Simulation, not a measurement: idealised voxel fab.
Proc. module: voxel capacitor over wiring
Cross-section cut spans 280 nm and uses square cells 5 nm in size.
Format of a cross-section: grid, square cells. Given as bands. Order: top down. Band: one or more rows of cells. Top height, bottom height, nm. Materials left to right, width each, nm. Single material + "throughout" = fills band edge to edge. "blank" = empty. Ref level 0: as-received wafer is one material below here. Bottom band extends down with no lower bound ("0..down"). The notation "30 to 40" denotes a width that varies across the rows of cells in the band, beginning at the first number in the top row, finishing at the second number in the bottom row, and changing by an identical amount from each row to the next. Where a step carries "stayed the same", the cross-section came out of it unchanged, cell for cell. "Sealed-off cavities" lists enclosed empty spaces (at least 8 cells, no open path upward to the top), each as width x height at distance from the left edge, in nm. Post-settings text on a step line: simulator's own remark regarding the step. The setting "overlay nm" may be written on the line of a step. When the step uses a mask, the value reports how far to the right of the planned place the mask lay, and a negative value reports that it lay to the left. Heads up before you read on: it's before/after pairs around one process step each, after side only down to the lowest band that changed, step plus settings under the pair. Pairs can be from different runs of this module, same starting wafer, so only chain a pair onto the one above if its "before" entry says so.

Before
  0..down  Si throughout
  Sealed-off cavities: none

Step Result
  10..0  SiO2 throughout
  All layers under 0 are left as they were.
  Sealed-off cavities: none
Upper to lower cross-section via op CONFORMAL_DEP | material SiO2 | thk nm 10

before: this step begins from the cross-section that the pair just above shows after its step.

Step Result
  15..10  TiN throughout
  All layers under 10 are left as they were.
  Sealed-off cavities: none
Upper to lower cross-section via op DIRECTIONAL_DEP | material TiN | thk nm 5

before: this step begins from the cross-section that the pair just above shows after its step.

Step Result
  30..15  Ru throughout
  All layers under 15 are left as they were.
  Sealed-off cavities: none
Upper to lower cross-section via op DIRECTIONAL_DEP | material Ru | thk nm 15

before: this step begins from the cross-section that the pair just above shows after its step.

Step Result
  50..30  85 nm blank, then 25 nm resist, then 55 nm blank, then 25 nm resist, then 90 nm blank
  All layers under 30 are left as they were.
  Sealed-off cavities: none
Upper to lower cross-section via op PATTERN | tone cover | mask id METAL_1 | material resist | width nm 25 | pitch nm 80 | thk nm 20 | overlay nm 0

before: this step begins from the cross-section that the pair just above shows after its step.

Step Result
  50..30  85 nm blank, then 25 nm resist, then 55 nm blank, then 25 nm resist, then 90 nm blank
  30..15  85 nm blank, then 25 nm Ru, then 55 nm blank, then 25 nm Ru, then 90 nm blank
  All layers under 15 are left as they were.
  Sealed-off cavities: none
Upper to lower cross-section via op DIRECTIONAL_ETCH | etch materials Ru | depth nm 15

before: this step begins from the cross-section that the pair just above shows after its step.

Step Result
  50..30  85 nm blank, then 25 nm resist, then 55 nm blank, then 25 nm resist, then 90 nm blank
  30..15  85 nm blank, then 25 nm Ru, then 55 nm blank, then 25 nm Ru, then 90 nm blank
  15..10  85 nm blank, then 25 nm TiN, then 55 nm blank, then 25 nm TiN, then 90 nm blank
  All layers under 10 are left as they were.
  Sealed-off cavities: none
Upper to lower cross-section via op DIRECTIONAL_ETCH | etch materials TiN | depth nm 5

before: this step begins from the cross-section that the pair just above shows after its step.

Step Result
  30..15  85 nm blank, then 25 nm Ru, then 55 nm blank, then 25 nm Ru, then 90 nm blank
  All layers under 15 are left as they were.
  Sealed-off cavities: none
Upper to lower cross-section via op STRIP | etch materials resist

before: this step begins from the cross-section that the pair just above shows after its step.

Step Result
  35..30  80 nm blank, then 35 nm SiN, then 45 nm blank, then 35 nm SiN, then 85 nm blank
  30..15  80 nm blank, then 5 nm SiN, then 25 nm Ru, then 5 nm SiN, then 45 nm blank, then 5 nm SiN, then 25 nm Ru, then 5 nm SiN, then 85 nm blank
  15..10  85 nm SiN, then 25 nm TiN, then 55 nm SiN, then 25 nm TiN, then 90 nm SiN
  All layers under 10 are left as they were.
  Sealed-off cavities: none
Upper to lower cross-section via op CONFORMAL_DEP | material SiN | thk nm 5

before: this step begins from the cross-section that the pair just above shows after its step.

Step Result
  45..35  SiO2 throughout
  35..30  80 nm SiO2, then 35 nm SiN, then 45 nm SiO2, then 35 nm SiN, then 85 nm SiO2
  30..15  80 nm SiO2, then 5 nm SiN, then 25 nm Ru, then 5 nm SiN, then 45 nm SiO2, then 5 nm SiN, then 25 nm Ru, then 5 nm SiN, then 85 nm SiO2
  All layers under 15 are left as they were.
  Sealed-off cavities: none
Upper to lower cross-section via op FILL_DEP | material SiO2 | thk nm 10

before: this step begins from the cross-section that the pair just above shows after its step.

Step Result
  30..15  80 nm SiO2, then 5 nm SiN, then 25 nm Ru, then 5 nm SiN, then 45 nm SiO2, then 5 nm SiN, then 25 nm Ru, then 5 nm SiN, then 85 nm SiO2
  All layers under 15 are left as they were.
  Sealed-off cavities: none
Upper to lower cross-section via op CMP | height nm 30

before: this step begins from the cross-section that the pair just above shows after its step.

Step Result
  35..30  SiCN throughout
  All layers under 30 are left as they were.
  Sealed-off cavities: none
Upper to lower cross-section via op CONFORMAL_DEP | material SiCN | thk nm 5

before: this step begins from the cross-section that the pair just above shows after its step.

Step Result
  45..35  lowk throughout
  All layers under 35 are left as they were.
  Sealed-off cavities: none
Upper to lower cross-section via op DIRECTIONAL_DEP | material lowk | thk nm 10

before: this step begins from the cross-section that the pair just above shows after its step.

Step Result
  60..45  aC throughout
  All layers under 45 are left as they were.
  Sealed-off cavities: none
Upper to lower cross-section via op DIRECTIONAL_DEP | material aC | thk nm 15

before: this step begins from the cross-section that the pair just above shows after its step.

Step Result
  95..60  95 nm resist, then 15 nm blank, then 170 nm resist
  All layers under 60 are left as they were.
  Sealed-off cavities: none
Upper to lower cross-section via op PATTERN | tone open | mask id PLUG_1 | material resist | width nm 15 | thk nm 35 | overlay nm 0

before: this step begins from the cross-section that the pair just above shows after its step.

Step Result
  80..60  95 nm resist, then 15 nm blank, then 170 nm resist
  60..45  95 nm aC, then 15 nm blank, then 170 nm aC
  All layers under 45 are left as they were.
  Sealed-off cavities: none
Upper to lower cross-section via op DIRECTIONAL_ETCH | etch materials aC | depth nm 15

before: this step begins from the cross-section that the pair just above shows after its step.

Step Result
  60..45  95 nm aC, then 15 nm blank, then 170 nm aC
  All layers under 45 are left as they were.
  Sealed-off cavities: none
Upper to lower cross-section via op STRIP | etch materials resist

before: this step begins from the cross-section that the pair just above shows after its step.

Step Result
  60..45  95 nm aC, then 15 nm blank, then 170 nm aC
  45..35  95 nm lowk, then 15 nm blank, then 170 nm lowk
  All layers under 35 are left as they were.
  Sealed-off cavities: none
Upper to lower cross-section via op DIRECTIONAL_ETCH | etch materials lowk | depth nm 10

before: this step begins from the cross-section that the pair just above shows after its step.

Step Result
  60..45  95 nm aC, then 15 nm blank, then 170 nm aC
  45..35  95 nm lowk, then 15 nm blank, then 170 nm lowk
  35..30  95 nm SiCN, then 15 nm blank, then 170 nm SiCN
  All layers under 30 are left as they were.
  Sealed-off cavities: none
Upper to lower cross-section via op DIRECTIONAL_ETCH | etch materials SiCN | depth nm 5

before: this step begins from the cross-section that the pair just above shows after its step.

Step Result
  45..35  95 nm lowk, then 15 nm blank, then 170 nm lowk
  All layers under 35 are left as they were.
  Sealed-off cavities: none
Upper to lower cross-section via op STRIP | etch materials aC

before: this step begins from the cross-section that the pair just above shows after its step.

Step Result
  50..45  100 nm TiN, then 5 nm blank, then 175 nm TiN
  45..35  95 nm lowk, then 5 nm TiN, then 5 nm blank, then 5 nm TiN, then 170 nm lowk
  35..30  95 nm SiCN, then 15 nm TiN, then 170 nm SiCN
  All layers under 30 are left as they were.
  Sealed-off cavities: none
Upper to lower cross-section via op CONFORMAL_DEP | material TiN | thk nm 5

before: this step begins from the cross-section that the pair just above shows after its step.

Step Result
  60..50  W throughout
  50..45  100 nm TiN, then 5 nm W, then 175 nm TiN
  45..35  95 nm lowk, then 5 nm TiN, then 5 nm W, then 5 nm TiN, then 170 nm lowk
  All layers under 35 are left as they were.
  Sealed-off cavities: none
Upper to lower cross-section via op FILL_DEP | material W | thk nm 10

before: this step begins from the cross-section that the pair just above shows after its step.

Step Result
  45..35  95 nm lowk, then 5 nm TiN, then 5 nm W, then 5 nm TiN, then 170 nm lowk
  All layers under 35 are left as they were.
  Sealed-off cavities: none
Upper to lower cross-section via op CMP | height nm 45

before: this step begins from the cross-section that the pair just above shows after its step.

Step Result
  55..45  TiN throughout
  All layers under 45 are left as they were.
  Sealed-off cavities: none
Upper to lower cross-section via op DIRECTIONAL_DEP | material TiN | thk nm 10

before: this step begins from the cross-section that the pair just above shows after its step.

Step Result
  60..55  Al2O3 throughout
  All layers under 55 are left as they were.
  Sealed-off cavities: none
Upper to lower cross-section via op DIRECTIONAL_DEP | material Al2O3 | thk nm 5

before: this step begins from the cross-section that the pair just above shows after its step.

Step Result
  70..60  TiN throughout
  All layers under 60 are left as they were.
  Sealed-off cavities: none
Upper to lower cross-section via op DIRECTIONAL_DEP | material TiN | thk nm 10

before: this step begins from the cross-section that the pair just above shows after its step.

Step Result
  85..70  95 nm blank, then 60 nm resist, then 125 nm blank
  All layers under 70 are left as they were.
  Sealed-off cavities: none
Upper to lower cross-section via op PATTERN | tone cover | mask id UPPER_PLATE | material resist | width nm 60 | thk nm 15 | overlay nm 0

before: this step begins from the cross-section that the pair just above shows after its step.

Step Result
  85..70  95 nm blank, then 60 nm resist, then 125 nm blank
  70..60  95 nm blank, then 60 nm TiN, then 125 nm blank
  All layers under 60 are left as they were.
  Sealed-off cavities: none
Upper to lower cross-section via op DIRECTIONAL_ETCH | etch materials TiN | depth nm 10

before: this step begins from the cross-section that the pair just above shows after its step.

Step Result
  85..70  95 nm blank, then 60 nm resist, then 125 nm blank
  70..60  95 nm blank, then 60 nm TiN, then 125 nm blank
  60..55  95 nm blank, then 60 nm Al2O3, then 125 nm blank
  All layers under 55 are left as they were.
  Sealed-off cavities: none
Upper to lower cross-section via op DIRECTIONAL_ETCH | etch materials Al2O3 | depth nm 5

before: this step begins from the cross-section that the pair just above shows after its step.

Step Result
  70..60  95 nm blank, then 60 nm TiN, then 125 nm blank
  All layers under 60 are left as they were.
  Sealed-off cavities: none
Upper to lower cross-section via op STRIP | etch materials resist

before: this step begins from the cross-section that the pair just above shows after its step.

Step Result
  70..60  95 nm blank, then 60 nm TiN, then 125 nm blank
  60..55  95 nm blank, then 60 nm Al2O3, then 125 nm blank
  55..45  90 nm blank, then 70 nm TiN, then 120 nm blank
  All layers under 45 are left as they were.
  Sealed-off cavities: none
Upper to lower cross-section via op MASKED_ETCH | tone cover | mask id LOWER_PLATE | width nm 70 | etch materials TiN | depth nm 10 | overlay nm 0

before: this step begins from the cross-section that the pair just above shows after its step.

Step Result
  90..70  SiO2 throughout
  70..60  95 nm SiO2, then 60 nm TiN, then 125 nm SiO2
  60..55  95 nm SiO2, then 60 nm Al2O3, then 125 nm SiO2
  55..45  90 nm SiO2, then 70 nm TiN, then 120 nm SiO2
  All layers under 45 are left as they were.
  Sealed-off cavities: none
Upper to lower cross-section via op FILL_DEP | material SiO2 | thk nm 20

before: this step begins from the cross-section that the pair just above shows after its step.

Step Result
  85..70  SiO2 throughout
  All layers under 70 are left as they were.
  Sealed-off cavities: none
Upper to lower cross-section via op CMP | height nm 85

before: this step begins from the cross-section that the pair just above shows after its step.

Step Result
  100..85  105 nm resist, then 15 nm blank, then 160 nm resist
  All layers under 85 are left as they were.
  Sealed-off cavities: none
Upper to lower cross-section via op PATTERN | tone open | mask id PLUG_2 | material resist | width nm 15 | thk nm 15 | overlay nm 0

before: this step begins from the cross-section that the pair just above shows after its step.

Step Result
  100..85  105 nm resist, then 15 nm blank, then 160 nm resist
  85..70  105 nm SiO2, then 15 nm blank, then 160 nm SiO2
  All layers under 70 are left as they were.
  Sealed-off cavities: none
Upper to lower cross-section via op DIRECTIONAL_ETCH | etch materials SiO2 | depth nm 15

before: this step begins from the cross-section that the pair just above shows after its step.

Step Result
  85..70  105 nm SiO2, then 15 nm blank, then 160 nm SiO2
  All layers under 70 are left as they were.
  Sealed-off cavities: none
Upper to lower cross-section via op STRIP | etch materials resist

before: this step begins from the cross-section that the pair just above shows after its step.

Step Result
  90..85  110 nm TiN, then 5 nm blank, then 165 nm TiN
  85..75  105 nm SiO2, then 5 nm TiN, then 5 nm blank, then 5 nm TiN, then 160 nm SiO2
  75..70  105 nm SiO2, then 15 nm TiN, then 160 nm SiO2
  All layers under 70 are left as they were.
  Sealed-off cavities: none
Upper to lower cross-section via op CONFORMAL_DEP | material TiN | thk nm 5

before: this step begins from the cross-section that the pair just above shows after its step.

Step Result
  100..90  Ru throughout
  90..85  110 nm TiN, then 5 nm Ru, then 165 nm TiN
  85..75  105 nm SiO2, then 5 nm TiN, then 5 nm Ru, then 5 nm TiN, then 160 nm SiO2
  All layers under 75 are left as they were.
  Sealed-off cavities: none
Upper to lower cross-section via op FILL_DEP | material Ru | thk nm 10

before: this step begins from the cross-section that the pair just above shows after its step.

Step Result
  85..75  105 nm SiO2, then 5 nm TiN, then 5 nm Ru, then 5 nm TiN, then 160 nm SiO2
  All layers under 75 are left as they were.
  Sealed-off cavities: none
Upper to lower cross-section via op CMP | height nm 85

before: this step begins from the cross-section that the pair just above shows after its step.

Step Result
  90..85  SiCN throughout
  All layers under 85 are left as they were.
  Sealed-off cavities: none
Upper to lower cross-section via op CONFORMAL_DEP | material SiCN | thk nm 5

Before
  0..down  Si throughout
  Sealed-off cavities: none

Step Result
  5..0  TiN throughout
  All layers under 0 are left as they were.
  Sealed-off cavities: none
Upper to lower cross-section via op DIRECTIONAL_DEP | material TiN | thk nm 5

before: this step begins from the cross-section that the pair just above shows after its step.

Step Result
  20..5  Ru throughout
  All layers under 5 are left as they were.
  Sealed-off cavities: none
Upper to lower cross-section via op DIRECTIONAL_DEP | material Ru | thk nm 15

before: this step begins from the cross-section that the pair just above shows after its step.

Step Result
  40..20  85 nm blank, then 25 nm resist, then 55 nm blank, then 25 nm resist, then 90 nm blank
  All layers under 20 are left as they were.
  Sealed-off cavities: none
Upper to lower cross-section via op PATTERN | tone cover | mask id METAL_1 | material resist | width nm 25 | pitch nm 80 | thk nm 20 | overlay nm 0

before: this step begins from the cross-section that the pair just above shows after its step.

Step Result
  40..20  85 nm blank, then 25 nm resist, then 55 nm blank, then 25 nm resist, then 90 nm blank
  20..5  85 nm blank, then 25 nm Ru, then 55 nm blank, then 25 nm Ru, then 90 nm blank
  All layers under 5 are left as they were.
  Sealed-off cavities: none
Upper to lower cross-section via op DIRECTIONAL_ETCH | etch materials Ru | depth nm 15

before: this step begins from the cross-section that the pair just above shows after its step.

Step Result
  40..20  85 nm blank, then 25 nm resist, then 55 nm blank, then 25 nm resist, then 90 nm blank
  20..5  85 nm blank, then 25 nm Ru, then 55 nm blank, then 25 nm Ru, then 90 nm blank
  5..0  85 nm blank, then 25 nm TiN, then 55 nm blank, then 25 nm TiN, then 90 nm blank
  All layers under 0 are left as they were.
  Sealed-off cavities: none
Upper to lower cross-section via op DIRECTIONAL_ETCH | etch materials TiN | depth nm 5

before: this step begins from the cross-section that the pair just above shows after its step.

Step Result
  20..5  85 nm blank, then 25 nm Ru, then 55 nm blank, then 25 nm Ru, then 90 nm blank
  All layers under 5 are left as they were.
  Sealed-off cavities: none
Upper to lower cross-section via op STRIP | etch materials resist

before: this step begins from the cross-section that the pair just above shows after its step.

Step Result
  25..20  80 nm blank, then 35 nm SiN, then 45 nm blank, then 35 nm SiN, then 85 nm blank
  20..5  80 nm blank, then 5 nm SiN, then 25 nm Ru, then 5 nm SiN, then 45 nm blank, then 5 nm SiN, then 25 nm Ru, then 5 nm SiN, then 85 nm blank
  5..0  85 nm SiN, then 25 nm TiN, then 55 nm SiN, then 25 nm TiN, then 90 nm SiN
  All layers under 0 are left as they were.
  Sealed-off cavities: none
Upper to lower cross-section via op CONFORMAL_DEP | material SiN | thk nm 5

before: this step begins from the cross-section that the pair just above shows after its step.

Step Result
  35..25  SiO2 throughout
  25..20  80 nm SiO2, then 35 nm SiN, then 45 nm SiO2, then 35 nm SiN, then 85 nm SiO2
  20..5  80 nm SiO2, then 5 nm SiN, then 25 nm Ru, then 5 nm SiN, then 45 nm SiO2, then 5 nm SiN, then 25 nm Ru, then 5 nm SiN, then 85 nm SiO2
  All layers under 5 are left as they were.
  Sealed-off cavities: none
Upper to lower cross-section via op FILL_DEP | material SiO2 | thk nm 10

before: this step begins from the cross-section that the pair just above shows after its step.

Step Result
  30..25  SiO2 throughout
  All layers under 25 are left as they were.
  Sealed-off cavities: none
Upper to lower cross-section via op CMP | height nm 30

before: this step begins from the cross-section that the pair just above shows after its step.

Step Result
  35..30  SiCN throughout
  All layers under 30 are left as they were.
  Sealed-off cavities: none
Upper to lower cross-section via op CONFORMAL_DEP | material SiCN | thk nm 5

before: this step begins from the cross-section that the pair just above shows after its step.

Step Result
  45..35  lowk throughout
  All layers under 35 are left as they were.
  Sealed-off cavities: none
Upper to lower cross-section via op DIRECTIONAL_DEP | material lowk | thk nm 10

before: this step begins from the cross-section that the pair just above shows after its step.

Step Result
  60..45  aC throughout
  All layers under 45 are left as they were.
  Sealed-off cavities: none
Upper to lower cross-section via op DIRECTIONAL_DEP | material aC | thk nm 15

before: this step begins from the cross-section that the pair just above shows after its step.

Step Result
  95..60  95 nm resist, then 15 nm blank, then 170 nm resist
  All layers under 60 are left as they were.
  Sealed-off cavities: none
Upper to lower cross-section via op PATTERN | tone open | mask id PLUG_1 | material resist | width nm 15 | thk nm 35 | overlay nm 0

before: this step begins from the cross-section that the pair just above shows after its step.

Step Result
  80..60  95 nm resist, then 15 nm blank, then 170 nm resist
  60..45  95 nm aC, then 15 nm blank, then 170 nm aC
  All layers under 45 are left as they were.
  Sealed-off cavities: none
Upper to lower cross-section via op DIRECTIONAL_ETCH | etch materials aC | depth nm 15

before: this step begins from the cross-section that the pair just above shows after its step.

Step Result
  60..45  95 nm aC, then 15 nm blank, then 170 nm aC
  All layers under 45 are left as they were.
  Sealed-off cavities: none
Upper to lower cross-section via op STRIP | etch materials resist

before: this step begins from the cross-section that the pair just above shows after its step.

Step Result
  60..45  95 nm aC, then 15 nm blank, then 170 nm aC
  45..35  95 nm lowk, then 15 nm blank, then 170 nm lowk
  All layers under 35 are left as they were.
  Sealed-off cavities: none
Upper to lower cross-section via op DIRECTIONAL_ETCH | etch materials lowk | depth nm 10

before: this step begins from the cross-section that the pair just above shows after its step.

Step Result
  60..45  95 nm aC, then 15 nm blank, then 170 nm aC
  45..35  95 nm lowk, then 15 nm blank, then 170 nm lowk
  35..30  95 nm SiCN, then 15 nm blank, then 170 nm SiCN
  All layers under 30 are left as they were.
  Sealed-off cavities: none
Upper to lower cross-section via op DIRECTIONAL_ETCH | etch materials SiCN | depth nm 5

before: this step begins from the cross-section that the pair just above shows after its step.

Step Result
  45..35  95 nm lowk, then 15 nm blank, then 170 nm lowk
  All layers under 35 are left as they were.
  Sealed-off cavities: none
Upper to lower cross-section via op STRIP | etch materials aC

before: this step begins from the cross-section that the pair just above shows after its step.

Step Result
  50..45  100 nm TiN, then 5 nm blank, then 175 nm TiN
  45..35  95 nm lowk, then 5 nm TiN, then 5 nm blank, then 5 nm TiN, then 170 nm lowk
  35..30  95 nm SiCN, then 15 nm TiN, then 170 nm SiCN
  All layers under 30 are left as they were.
  Sealed-off cavities: none
Upper to lower cross-section via op CONFORMAL_DEP | material TiN | thk nm 5

before: this step begins from the cross-section that the pair just above shows after its step.

Step Result
  60..50  W throughout
  50..45  100 nm TiN, then 5 nm W, then 175 nm TiN
  45..35  95 nm lowk, then 5 nm TiN, then 5 nm W, then 5 nm TiN, then 170 nm lowk
  All layers under 35 are left as they were.
  Sealed-off cavities: none
Upper to lower cross-section via op FILL_DEP | material W | thk nm 10

before: this step begins from the cross-section that the pair just above shows after its step.

Step Result
  45..35  95 nm lowk, then 5 nm TiN, then 5 nm W, then 5 nm TiN, then 170 nm lowk
  All layers under 35 are left as they were.
  Sealed-off cavities: none
Upper to lower cross-section via op CMP | height nm 45

before: this step begins from the cross-section that the pair just above shows after its step.

Step Result
  55..45  TiN throughout
  All layers under 45 are left as they were.
  Sealed-off cavities: none
Upper to lower cross-section via op DIRECTIONAL_DEP | material TiN | thk nm 10

before: this step begins from the cross-section that the pair just above shows after its step.

Step Result
  60..55  Al2O3 throughout
  All layers under 55 are left as they were.
  Sealed-off cavities: none
Upper to lower cross-section via op DIRECTIONAL_DEP | material Al2O3 | thk nm 5

before: this step begins from the cross-section that the pair just above shows after its step.

Step Result
  70..60  TiN throughout
  All layers under 60 are left as they were.
  Sealed-off cavities: none
Upper to lower cross-section via op DIRECTIONAL_DEP | material TiN | thk nm 10

before: this step begins from the cross-section that the pair just above shows after its step.

Step Result
  85..70  95 nm blank, then 60 nm resist, then 125 nm blank
  All layers under 70 are left as they were.
  Sealed-off cavities: none
Upper to lower cross-section via op PATTERN | tone cover | mask id UPPER_PLATE | material resist | width nm 60 | thk nm 15 | overlay nm 0

before: this step begins from the cross-section that the pair just above shows after its step.

Step Result
  85..70  95 nm blank, then 60 nm resist, then 125 nm blank
  70..60  95 nm blank, then 60 nm TiN, then 125 nm blank
  All layers under 60 are left as they were.
  Sealed-off cavities: none
Upper to lower cross-section via op DIRECTIONAL_ETCH | etch materials TiN | depth nm 10

before: this step begins from the cross-section that the pair just above shows after its step.

Step Result
  85..70  95 nm blank, then 60 nm resist, then 125 nm blank
  70..60  95 nm blank, then 60 nm TiN, then 125 nm blank
  60..55  95 nm blank, then 60 nm Al2O3, then 125 nm blank
  All layers under 55 are left as they were.
  Sealed-off cavities: none
Upper to lower cross-section via op DIRECTIONAL_ETCH | etch materials Al2O3 | depth nm 5

before: this step begins from the cross-section that the pair just above shows after its step.

Step Result
  70..60  95 nm blank, then 60 nm TiN, then 125 nm blank
  All layers under 60 are left as they were.
  Sealed-off cavities: none
Upper to lower cross-section via op STRIP | etch materials resist

before: this step begins from the cross-section that the pair just above shows after its step.

Step Result
  70..60  95 nm blank, then 60 nm TiN, then 125 nm blank
  60..55  95 nm blank, then 60 nm Al2O3, then 125 nm blank
  55..45  90 nm blank, then 70 nm TiN, then 120 nm blank
  All layers under 45 are left as they were.
  Sealed-off cavities: none
Upper to lower cross-section via op MASKED_ETCH | tone cover | mask id LOWER_PLATE | width nm 70 | etch materials TiN | depth nm 10 | overlay nm 0

before: this step begins from the cross-section that the pair just above shows after its step.

Step Result
  90..70  SiO2 throughout
  70..60  95 nm SiO2, then 60 nm TiN, then 125 nm SiO2
  60..55  95 nm SiO2, then 60 nm Al2O3, then 125 nm SiO2
  55..45  90 nm SiO2, then 70 nm TiN, then 120 nm SiO2
  All layers under 45 are left as they were.
  Sealed-off cavities: none
Upper to lower cross-section via op FILL_DEP | material SiO2 | thk nm 20

before: this step begins from the cross-section that the pair just above shows after its step.

Step Result
  85..70  SiO2 throughout
  All layers under 70 are left as they were.
  Sealed-off cavities: none
Upper to lower cross-section via op CMP | height nm 85

before: this step begins from the cross-section that the pair just above shows after its step.

Step Result
  100..85  105 nm resist, then 15 nm blank, then 160 nm resist
  All layers under 85 are left as they were.
  Sealed-off cavities: none
Upper to lower cross-section via op PATTERN | tone open | mask id PLUG_2 | material resist | width nm 15 | thk nm 15 | overlay nm 0

before: this step begins from the cross-section that the pair just above shows after its step.

Step Result
  100..85  105 nm resist, then 15 nm blank, then 160 nm resist
  85..70  105 nm SiO2, then 15 nm blank, then 160 nm SiO2
  All layers under 70 are left as they were.
  Sealed-off cavities: none
Upper to lower cross-section via op DIRECTIONAL_ETCH | etch materials SiO2 | depth nm 15

before: this step begins from the cross-section that the pair just above shows after its step.

Step Result
  85..70  105 nm SiO2, then 15 nm blank, then 160 nm SiO2
  All layers under 70 are left as they were.
  Sealed-off cavities: none
Upper to lower cross-section via op STRIP | etch materials resist

before: this step begins from the cross-section that the pair just above shows after its step.

Step Result
  90..85  110 nm TiN, then 5 nm blank, then 165 nm TiN
  85..75  105 nm SiO2, then 5 nm TiN, then 5 nm blank, then 5 nm TiN, then 160 nm SiO2
  75..70  105 nm SiO2, then 15 nm TiN, then 160 nm SiO2
  All layers under 70 are left as they were.
  Sealed-off cavities: none
Upper to lower cross-section via op CONFORMAL_DEP | material TiN | thk nm 5

before: this step begins from the cross-section that the pair just above shows after its step.

Step Result
  100..90  Ru throughout
  90..85  110 nm TiN, then 5 nm Ru, then 165 nm TiN
  85..75  105 nm SiO2, then 5 nm TiN, then 5 nm Ru, then 5 nm TiN, then 160 nm SiO2
  All layers under 75 are left as they were.
  Sealed-off cavities: none
Upper to lower cross-section via op FILL_DEP | material Ru | thk nm 10

before: this step begins from the cross-section that the pair just above shows after its step.

Step Result
  85..75  105 nm SiO2, then 5 nm TiN, then 5 nm Ru, then 5 nm TiN, then 160 nm SiO2
  All layers under 75 are left as they were.
  Sealed-off cavities: none
Upper to lower cross-section via op CMP | height nm 85

before: this step begins from the cross-section that the pair just above shows after its step.

Step Result
  90..85  SiCN throughout
  All layers under 85 are left as they were.
  Sealed-off cavities: none
Upper to lower cross-section via op CONFORMAL_DEP | material SiCN | thk nm 5

Before
  5..0  TiN throughout
  0..down  Si throughout
  Sealed-off cavities: none

Step Result
  15..5  SiO2 throughout
  All layers under 5 are left as they were.
  Sealed-off cavities: none
Upper to lower cross-section via op CONFORMAL_DEP | material SiO2 | thk nm 10

before: this step begins from the cross-section that the pair just above shows after its step.

Step Result
  30..15  Ru throughout
  All layers under 15 are left as they were.
  Sealed-off cavities: none
Upper to lower cross-section via op DIRECTIONAL_DEP | material Ru | thk nm 15

before: this step begins from the cross-section that the pair just above shows after its step.

Step Result
  50..30  85 nm blank, then 25 nm resist, then 55 nm blank, then 25 nm resist, then 90 nm blank
  All layers under 30 are left as they were.
  Sealed-off cavities: none
Upper to lower cross-section via op PATTERN | tone cover | mask id METAL_1 | material resist | width nm 25 | pitch nm 80 | thk nm 20 | overlay nm 0

before: this step begins from the cross-section that the pair just above shows after its step.

Step Result
  50..30  85 nm blank, then 25 nm resist, then 55 nm blank, then 25 nm resist, then 90 nm blank
  30..15  85 nm blank, then 25 nm Ru, then 55 nm blank, then 25 nm Ru, then 90 nm blank
  All layers under 15 are left as they were.
  Sealed-off cavities: none
Upper to lower cross-section via op DIRECTIONAL_ETCH | etch materials Ru | depth nm 15

before: this step begins from the cross-section that the pair just above shows after its step.

Step Result
  30..15  85 nm blank, then 25 nm Ru, then 55 nm blank, then 25 nm Ru, then 90 nm blank
  All layers under 15 are left as they were.
  Sealed-off cavities: none
Upper to lower cross-section via op STRIP | etch materials resist

before: this step begins from the cross-section that the pair just above shows after its step.

Step Result
  35..30  80 nm blank, then 35 nm SiN, then 45 nm blank, then 35 nm SiN, then 85 nm blank
  30..20  80 nm blank, then 5 nm SiN, then 25 nm Ru, then 5 nm SiN, then 45 nm blank, then 5 nm SiN, then 25 nm Ru, then 5 nm SiN, then 85 nm blank
  20..15  85 nm SiN, then 25 nm Ru, then 55 nm SiN, then 25 nm Ru, then 90 nm SiN
  All layers under 15 are left as they were.
  Sealed-off cavities: none
Upper to lower cross-section via op CONFORMAL_DEP | material SiN | thk nm 5

before: this step begins from the cross-section that the pair just above shows after its step.

Step Result
  45..35  SiO2 throughout
  35..30  80 nm SiO2, then 35 nm SiN, then 45 nm SiO2, then 35 nm SiN, then 85 nm SiO2
  30..20  80 nm SiO2, then 5 nm SiN, then 25 nm Ru, then 5 nm SiN, then 45 nm SiO2, then 5 nm SiN, then 25 nm Ru, then 5 nm SiN, then 85 nm SiO2
  All layers under 20 are left as they were.
  Sealed-off cavities: none
Upper to lower cross-section via op FILL_DEP | material SiO2 | thk nm 10

before: this step begins from the cross-section that the pair just above shows after its step.

Step Result
  30..20  80 nm SiO2, then 5 nm SiN, then 25 nm Ru, then 5 nm SiN, then 45 nm SiO2, then 5 nm SiN, then 25 nm Ru, then 5 nm SiN, then 85 nm SiO2
  All layers under 20 are left as they were.
  Sealed-off cavities: none
Upper to lower cross-section via op CMP | height nm 30

before: this step begins from the cross-section that the pair just above shows after its step.

Step Result
  35..30  SiCN throughout
  All layers under 30 are left as they were.
  Sealed-off cavities: none
Upper to lower cross-section via op CONFORMAL_DEP | material SiCN | thk nm 5

before: this step begins from the cross-section that the pair just above shows after its step.

Step Result
  45..35  lowk throughout
  All layers under 35 are left as they were.
  Sealed-off cavities: none
Upper to lower cross-section via op DIRECTIONAL_DEP | material lowk | thk nm 10

before: this step begins from the cross-section that the pair just above shows after its step.

Step Result
  60..45  aC throughout
  All layers under 45 are left as they were.
  Sealed-off cavities: none
Upper to lower cross-section via op DIRECTIONAL_DEP | material aC | thk nm 15

before: this step begins from the cross-section that the pair just above shows after its step.

Step Result
  95..60  95 nm resist, then 15 nm blank, then 170 nm resist
  All layers under 60 are left as they were.
  Sealed-off cavities: none
Upper to lower cross-section via op PATTERN | tone open | mask id PLUG_1 | material resist | width nm 15 | thk nm 35 | overlay nm 0

before: this step begins from the cross-section that the pair just above shows after its step.

Step Result
  80..60  95 nm resist, then 15 nm blank, then 170 nm resist
  60..45  95 nm aC, then 15 nm blank, then 170 nm aC
  All layers under 45 are left as they were.
  Sealed-off cavities: none
Upper to lower cross-section via op DIRECTIONAL_ETCH | etch materials aC | depth nm 15

before: this step begins from the cross-section that the pair just above shows after its step.

Step Result
  60..45  95 nm aC, then 15 nm blank, then 170 nm aC
  All layers under 45 are left as they were.
  Sealed-off cavities: none
Upper to lower cross-section via op STRIP | etch materials resist

before: this step begins from the cross-section that the pair just above shows after its step.

Step Result
  60..45  95 nm aC, then 15 nm blank, then 170 nm aC
  45..35  95 nm lowk, then 15 nm blank, then 170 nm lowk
  All layers under 35 are left as they were.
  Sealed-off cavities: none
Upper to lower cross-section via op DIRECTIONAL_ETCH | etch materials lowk | depth nm 10

before: this step begins from the cross-section that the pair just above shows after its step.

Step Result
  60..45  95 nm aC, then 15 nm blank, then 170 nm aC
  45..35  95 nm lowk, then 15 nm blank, then 170 nm lowk
  35..30  95 nm SiCN, then 15 nm blank, then 170 nm SiCN
  All layers under 30 are left as they were.
  Sealed-off cavities: none
Upper to lower cross-section via op DIRECTIONAL_ETCH | etch materials SiCN | depth nm 5
